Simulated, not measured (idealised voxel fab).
Name of the process module below: voxel wiring stack
The figure presents cross-section cut, which has a width of 165 nm and is divided into square cells with an edge length of 5 nm.
Each cross-section below is a grid of square cells, stated as bands in top-down order, with one or more rows of cells making up each band.
Heights first: top, then bottom, in nm. Then materials, left to right, each with a width in nm. "everywhere" on a single material: fills the band edge to edge. "blank": empty space.
Heights are expressed relative to 0, this being the level below which the as-received wafer comprises one material exclusively. The lowest band is unbounded in the downward direction and is denoted as in "0 -> down".
Per-row width for "30..40": begins at first number (top row of band), ends at second number (bottom row), increment between rows held constant.
No cell of the cross-section changed in a step that is given as "no alterations made".
If an empty space has no open way to the top and is at least 8 cells in size, "Enclosed internal cavities" lists it, written width x height at distance, where distance is measured from the left edge and every value is in nm.
Formally, on a step line, whatever follows the settings is a remark that the simulator itself makes on the step.
overlay nm: how far to the right of its planned place the mask lay on this masked step (negative: to the left).
# Steps planned for the process
1,RECEIVE (material Si)
2,CONFORMAL_DEP (material SiO2; thk nm 10)
3,DIRECTIONAL_DEP (material TiN; thk nm 5)
4,DIRECTIONAL_DEP (material W; thk nm 25)
5,PATTERN (tone cover; mask id METAL_1; material resist; width nm 20; pitch nm 40; thk nm 15; overlay nm 0)
6,DIRECTIONAL_ETCH (etch materials W; depth nm 25)
7,DIRECTIONAL_ETCH (etch materials TiN; depth nm 5)
8,STRIP (etch materials resist)
9,CONFORMAL_DEP (material SiCN; thk nm 5)
10,FILL_DEP (material lowk; thk nm 10)
11,CMP (height nm 40)
12,CONFORMAL_DEP (material SiCN; thk nm 5)
13,DIRECTIONAL_DEP (material SiO2; thk nm 20)
14,DIRECTIONAL_DEP (material aC; thk nm 10)
15,PATTERN (tone open; mask id PLUG_1; material resist; width nm 15; pitch nm 40; thk nm 25; overlay nm 0)
16,DIRECTIONAL_ETCH (etch materials aC; depth nm 10)
17,STRIP (etch materials resist)
18,DIRECTIONAL_ETCH (etch materials SiO2; depth nm 20)
19,DIRECTIONAL_ETCH (etch materials SiCN; depth nm 5)
20,STRIP (etch materials aC)
21,CONFORMAL_DEP (material TiN; thk nm 5)
22,FILL_DEP (material Cu; thk nm 10)
23,CMP (height nm 65)
24,DIRECTIONAL_DEP (material TiN; thk nm 5)
25,DIRECTIONAL_DEP (material Ru; thk nm 15)
26,PATTERN (tone cover; mask id METAL_2; material resist; width nm 20; pitch nm 40; thk nm 20; overlay nm 0)
27,DIRECTIONAL_ETCH (etch materials Ru; depth nm 15)
28,DIRECTIONAL_ETCH (etch materials TiN; depth nm 5)
29,STRIP (etch materials resist)
30,FILL_DEP (material lowk; thk nm 10)
31,CMP (height nm 85)
32,CONFORMAL_DEP (material SiCN; thk nm 5)
33,DIRECTIONAL_DEP (material lowk; thk nm 20)
34,PATTERN (tone open; mask id PLUG_2; material resist; width nm 15; pitch nm 40; thk nm 15; overlay nm 0)
35,DIRECTIONAL_ETCH (etch materials lowk; depth nm 20)
36,DIRECTIONAL_ETCH (etch materials SiCN; depth nm 5)
37,STRIP (etch materials resist)
38,EPI (material Ru; thk nm 10)
39,EPI (material Ru; thk nm 10)
40,EPI (material Ru; thk nm 5)
41,DIRECTIONAL_DEP (material TiN; thk nm 5)
42,DIRECTIONAL_DEP (material Ru; thk nm 15)
43,DIRECTIONAL_DEP (material aC; thk nm 10)
44,PATTERN (tone cover; mask id METAL_3; material resist; width nm 20; pitch nm 40; thk nm 25; overlay nm 0)
45,DIRECTIONAL_ETCH (etch materials aC; depth nm 10)
46,STRIP (etch materials resist)
47,DIRECTIONAL_ETCH (etch materials Ru; depth nm 15)
48,DIRECTIONAL_ETCH (etch materials TiN; depth nm 5)
49,STRIP (etch materials aC)
50,CONFORMAL_DEP (material SiN; thk nm 5)
51,FILL_DEP (material SiO2; thk nm 10)
52,CMP (height nm 130)
53,CONFORMAL_DEP (material SiCN; thk nm 5)
54,DIRECTIONAL_DEP (material lowk; thk nm 20)
55,MASKED_ETCH (tone open; mask id PLUG_3; width nm 15; pitch nm 40; etch materials lowk; depth nm 20; overlay nm 0)
56,MASKED_ETCH (tone open; mask id PLUG_3; width nm 15; pitch nm 40; etch materials SiCN; depth nm 5; overlay nm 0)
57,EPI (material Ru; thk nm 10)
58,EPI (material Ru; thk nm 10)
59,EPI (material Ru; thk nm 5)
60,DIRECTIONAL_DEP (material TiN; thk nm 5)
61,DIRECTIONAL_DEP (material W; thk nm 15)
62,MASKED_ETCH (tone cover; mask id METAL_4; width nm 20; pitch nm 40; etch materials W; depth nm 15; overlay nm 0)
63,MASKED_ETCH (tone cover; mask id METAL_4; width nm 20; pitch nm 40; etch materials TiN; depth nm 5; overlay nm 0)
64,FILL_DEP (material SiO2; thk nm 10)
65,CMP (height nm 175)
66,CONFORMAL_DEP (material SiCN; thk nm 5)
# So this is the incoming wafer in cross-section - it's already been through step 1
- 0 -> down | Si everywhere
- Enclosed internal cavities: none
# Here's the wafer cut in cross-section after the module, started and planned just like above, except one thing was done wrong in the run
- 180 -> 175 | SiCN everywhere
- 175 -> 160 | 30 SiO2, then 20 W, then 20 SiO2, then 20 W, then 20 SiO2, then 20 W, then 35 SiO2
- 160 -> 155 | 30 SiO2, then 20 TiN, then 20 SiO2, then 20 TiN, then 20 SiO2, then 20 TiN, then 35 SiO2
- 155 -> 135 | 30 lowk, then 15 Ru, then 25 lowk, then 15 Ru, then 25 lowk, then 15 Ru, then 40 lowk
- 135 -> 130 | 30 SiCN, then 15 Ru, then 25 SiCN, then 15 Ru, then 25 SiCN, then 15 Ru, then 40 SiCN
- 130 -> 115 | 25 SiO2, then 5 SiN, then 20 Ru, then 5 SiN, then 10 SiO2, then 5 SiN, then 20 Ru, then 5 SiN, then 10 SiO2, then 5 SiN, then 20 Ru, then 5 SiN, then 30 SiO2
- 115 -> 110 | 30 SiN, then 20 TiN, then 20 SiN, then 20 TiN, then 20 SiN, then 20 TiN, then 35 SiN
- 110 -> 90 | 30 lowk, then 15 Ru, then 25 lowk, then 15 Ru, then 25 lowk, then 15 Ru, then 40 lowk
- 90 -> 85 | 30 SiCN, then 15 Ru, then 25 SiCN, then 15 Ru, then 25 SiCN, then 15 Ru, then 40 SiCN
- 85 -> 80 | 30 lowk, then 20 TiN, then 20 lowk, then 20 TiN, then 20 lowk, then 20 TiN, then 35 lowk
- 80 -> 65 | Ru everywhere
- 65 -> 45 | 30 SiO2, then 5 TiN, then 5 Cu, then 5 TiN, then 25 SiO2, then 5 TiN, then 5 Cu, then 5 TiN, then 25 SiO2, then 5 TiN, then 5 Cu, then 5 TiN, then 40 SiO2
- 45 -> 40 | 30 SiCN, then 15 TiN, then 25 SiCN, then 15 TiN, then 25 SiCN, then 15 TiN, then 40 SiCN
- 40 -> 15 | 25 lowk, then 5 SiCN, then 20 W, then 5 SiCN, then 10 lowk, then 5 SiCN, then 20 W, then 5 SiCN, then 10 lowk, then 5 SiCN, then 20 W, then 5 SiCN, then 30 lowk
- 15 -> 10 | 30 SiCN, then 20 TiN, then 20 SiCN, then 20 TiN, then 20 SiCN, then 20 TiN, then 35 SiCN
- 10 -> 0 | SiO2 everywhere
- 0 -> down | Si everywhere
- Enclosed internal cavities: none
Deviation from plan: steps 24 and 25 of the plan were each performed in the slot designated for the other
